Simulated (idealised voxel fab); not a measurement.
voxel plated lines: a process module
Cross-sectional view cut (width: 230 nm; square cell size: 5 nm).
Cross-section spec: square-cell grid; bands listed top down; each band is one or more rows. It is stipulated that each band's entry specify, in nanometres, the height of the top of the band and then that of its bottom, followed by the materials of the band in left-to-right sequence, each together with its width in nanometres. A single material marked by the word "throughout" is understood to fill the band from edge to edge; the word "empty" is understood to denote empty space. Height reference: 0 = level under which incoming wafer is all one material. Lowest band: no bottom, runs on downward, e.g. "top 0, no bottom". The width entry "30 to 40" should be interpreted row by row: the top row of cells in the band takes the first number, the bottom row takes the second number, and the change between adjacent rows is uniform throughout. When a step is marked "no change occurred", none of the cells in the cross-section changed during that step. "Enclosed empty spaces" - sealed voids, min. 8 cells, no opening to top; format: width x height at distance (distance from left edge; nm throughout). Formally, on a step line, whatever follows the settings is a remark that the simulator itself makes on the step. overlay nm: for a step with a mask, the amount by which the mask lay right of where it was planned; a negative amount means left of it.
Below is the list of planned process steps
1,RECEIVE,material Si
2,CONFORMAL_DEP,material Al2O3,thk nm 5
3,DIRECTIONAL_DEP,material TiN,thk nm 5
4,PATTERN,tone open,mask id LINES,material resist,width nm 20,pitch nm 50,thk nm 25,overlay nm 0
5,EPI,material Ru,thk nm 5
6,EPI,material Ru,thk nm 10
7,STRIP,etch materials resist
8,DIRECTIONAL_ETCH,etch materials TiN,depth nm 5
9,CONFORMAL_DEP,material SiN,thk nm 5
What follows covers the first of two wafers; it ran as planned
This is the cross-section of the wafer as we received it, i.e. after step 1
- top 0, no bottom | Si throughout
- Enclosed empty spaces: none
Step 2 done - wafer cross-section
- top 5, bottom 0 | Al2O3 throughout
- Below 0, no change.
Step 3 done - wafer cross-section
- top 10, bottom 5 | TiN throughout
- Below 5, no change.
Step 4 done - wafer cross-section
- top 35, bottom 10 | resist 55 | empty 20 | resist 30 | empty 20 | resist 30 | empty 20 | resist 55
- Below 10, no change.
Step 5 done - wafer cross-section
- top 35, bottom 15 | resist 55 | empty 20 | resist 30 | empty 20 | resist 30 | empty 20 | resist 55
- top 15, bottom 10 | resist 55 | Ru 20 | resist 30 | Ru 20 | resist 30 | Ru 20 | resist 55
- Below 10, no change.
Step 6 done - wafer cross-section
- top 35, bottom 25 | resist 55 | empty 20 | resist 30 | empty 20 | resist 30 | empty 20 | resist 55
- top 25, bottom 10 | resist 55 | Ru 20 | resist 30 | Ru 20 | resist 30 | Ru 20 | resist 55
- Below 10, no change.
Step 7 done - wafer cross-section
- top 25, bottom 10 | empty 55 | Ru 20 | empty 30 | Ru 20 | empty 30 | Ru 20 | empty 55
- Below 10, no change.
Step 8 done - wafer cross-section
- top 25, bottom 10 | empty 55 | Ru 20 | empty 30 | Ru 20 | empty 30 | Ru 20 | empty 55
- top 10, bottom 5 | empty 55 | TiN 20 | empty 30 | TiN 20 | empty 30 | TiN 20 | empty 55
- Below 5, no change.
Step 9 done - wafer cross-section
- top 30, bottom 25 | empty 50 | SiN 30 | empty 20 | SiN 30 | empty 20 | SiN 30 | empty 50
- top 25, bottom 10 | empty 50 | SiN 5 | Ru 20 | SiN 5 | empty 20 | SiN 5 | Ru 20 | SiN 5 | empty 20 | SiN 5 | Ru 20 | SiN 5 | empty 50
- top 10, bottom 5 | SiN 55 | TiN 20 | SiN 30 | TiN 20 | SiN 30 | TiN 20 | SiN 55
- Below 5, no change.
Second wafer - shared start and plan with the first - one error in running - same as the first up to step 8 inclusive
Look at the second wafer in cross-section at the time step 9 ought to have finished
- top 40, bottom 25 | empty 40 | SiN 150 | empty 40
- top 25, bottom 20 | empty 40 | SiN 15 | Ru 20 | SiN 30 | Ru 20 | SiN 30 | Ru 20 | SiN 15 | empty 40
- top 20, bottom 10 | SiN 55 | Ru 20 | SiN 30 | Ru 20 | SiN 30 | Ru 20 | SiN 55
- top 10, bottom 5 | SiN 55 | TiN 20 | SiN 30 | TiN 20 | SiN 30 | TiN 20 | SiN 55
- Below 5, no change.
Run error: off-plan run, step 9, actual operation and settings CONFORMAL_DEP,material SiN,thk nm 15
Final comparison by cell count, materials where the second wafer has more or fewer than the first: +140 SiN
